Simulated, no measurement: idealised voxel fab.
Proc. module: voxel ribs on slabs
Cross-sectional view cut (width: 240 nm; square cell size: 5 nm).
How to read a cross-section here: the picture is a grid of square cells, written as bands going from the top down, and any band can span one or more rows of cells.
Quick guide to a band line: top height, bottom height (nm) up front; then every material left to right with its width in nm. Only one material and it's marked "edge to edge"? Then it fills the band edge to edge. And "empty" just means empty space.
Beneath 0, the wafer as received is one material, and that level is where height counting begins. The lowest band goes on downward without a bottom; it is written like "0 nm and below".
The notation "30 to 40" denotes a width that varies across the rows of cells in the band, beginning at the first number in the top row, finishing at the second number in the bottom row, and changing by an identical amount from each row to the next.
A step reported as "nothing got changed" is a step in which no cell of the cross-section changed.
"Completely enclosed voids" lists enclosed empty spaces (at least 8 cells, no open path upward to the top), each as width x height at distance from the left edge, in nm.
Whatever follows a step's settings on its line is a remark the simulator itself makes about that step.
The "overlay nm" setting may appear on a step's line; for a step that uses a mask, it gives how far to the right of its planned position the mask lay, and a negative value indicates the left.

# The process steps that were planned are listed below
step 1: RECEIVE | material Si
step 2: DIRECTIONAL_DEP | material SiO2 | thk nm 25
step 3: DIRECTIONAL_DEP | material SiN | thk nm 25
step 4: PATTERN | tone cover | mask id RIB | material resist | width nm 30 | thk nm 20 | overlay nm 0
step 5: DIRECTIONAL_ETCH | etch materials SiN | depth nm 5
step 6: STRIP | etch materials resist
step 7: PATTERN | tone cover | mask id SLAB | material resist | width nm 90 | thk nm 15 | overlay nm 0
step 8: DIRECTIONAL_ETCH | etch materials SiN | depth nm 10
step 9: STRIP | etch materials resist
step 10: FILL_DEP | material SiO2 | thk nm 20
step 11: CMP | height nm 65
step 12: DIRECTIONAL_DEP | material W | thk nm 5
step 13: DIRECTIONAL_DEP | material aC | thk nm 10
step 14: PATTERN | tone cover | mask id HEATER | material resist | width nm 40 | thk nm 30 | overlay nm 0
step 15: DIRECTIONAL_ETCH | etch materials aC | depth nm 10
step 16: STRIP | etch materials resist
step 17: DIRECTIONAL_ETCH | etch materials W | depth nm 5
step 18: STRIP | etch materials aC
step 19: CONFORMAL_DEP | material SiO2 | thk nm 5
Heads up: all these wafers start the same, and what changes between them is the depth nm in step 8. The value you see in the plan is just what the first wafer got.

# Cross-section: the first of several wafers in its as-received state, i.e. following step 1
* 0 nm and below  Si edge to edge
* Completely enclosed voids: none

# each wafer at the end: cells of each material gained (+) or lost (-) since it was received, then its closed voids
depth nm 10; +138 SiN; +536 SiO2; +8 W; Completely enclosed voids: none
depth nm 15; +108 SiN; +566 SiO2; +8 W; Completely enclosed voids: none
depth nm 20; +78 SiN; +596 SiO2; +8 W; Completely enclosed voids: none
depth nm 25; +78 SiN; +596 SiO2; +8 W; Completely enclosed voids: none
depth nm 30; +78 SiN; +596 SiO2; +8 W; Completely enclosed voids: none
depth nm 35; +78 SiN; +596 SiO2; +8 W; Completely enclosed voids: none
